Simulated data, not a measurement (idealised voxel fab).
The document below concerns the process module designated voxel trench capacitor.
cross-section cut | 255 nm wide | cells 5 nm
Cross-section, as written here: a square-cell grid given band by band from the top down, where a band holds one or more rows of cells. First you get the band's top height and its bottom height, in nm, and then the materials it's made of, left to right, with each width in nm. If you see a single material with "all across", that one covers the band edge to edge. "air" is empty space. All heights in this document are referenced to 0, defined as the level beneath which the wafer, as received, consists entirely of one material. The lowest band is not bounded below; it extends indefinitely downward and is written in the form "top 0, no bottom". Think of "30->40" as a width that walks from the first number to the second as you go down the band, top row to bottom row, taking equal-sized steps from row to row. Take "stayed the same" at face value: in the step it is given for, the cross-section changed in none of its cells. Listed in "Voids, fully enclosed": every empty space of 8 or more cells without an open way to the top. Form: width x height at distance, the distance being from the left edge, all in nm. Note: text after step settings on the step line = simulator remark on that step. On any step carrying a mask, the "overlay nm" setting, if present on the step's line, tells how far right of its planned place the mask lay; negative values point to the left.
# The process steps that were planned are listed below
1,op RECEIVE | material Si
2,op CONFORMAL_DEP | material SiN | thk nm 10
3,op MASKED_ETCH | tone open | mask id TRENCH | width nm 25 | pitch nm 45 | etch materials SiN | depth nm 10 | overlay nm 0
4,op MASKED_ETCH | tone open | mask id TRENCH | width nm 25 | pitch nm 45 | etch materials Si | depth nm 25 | overlay nm 0
5,op CONFORMAL_DEP | material Al2O3 | thk nm 5
6,op CONFORMAL_DEP | material TiN | thk nm 5
7,op FILL_DEP | material W | thk nm 5
8,op CMP | height nm 10
# Cross-section of the wafer at receipt, which is the condition after step 1
top 0, no bottom  Si all across
Voids, fully enclosed: none
# a wafer at the end: this start, this plan, one mistake
top 10, bottom 0  Al2O3 all across
top 0, no bottom  Si all across
Voids, fully enclosed: none
Misprocessing identified: it should be noted that step 2 was executed with settings other than those planned, the operation and settings actually applied being op CONFORMAL_DEP | material Al2O3 | thk nm 10
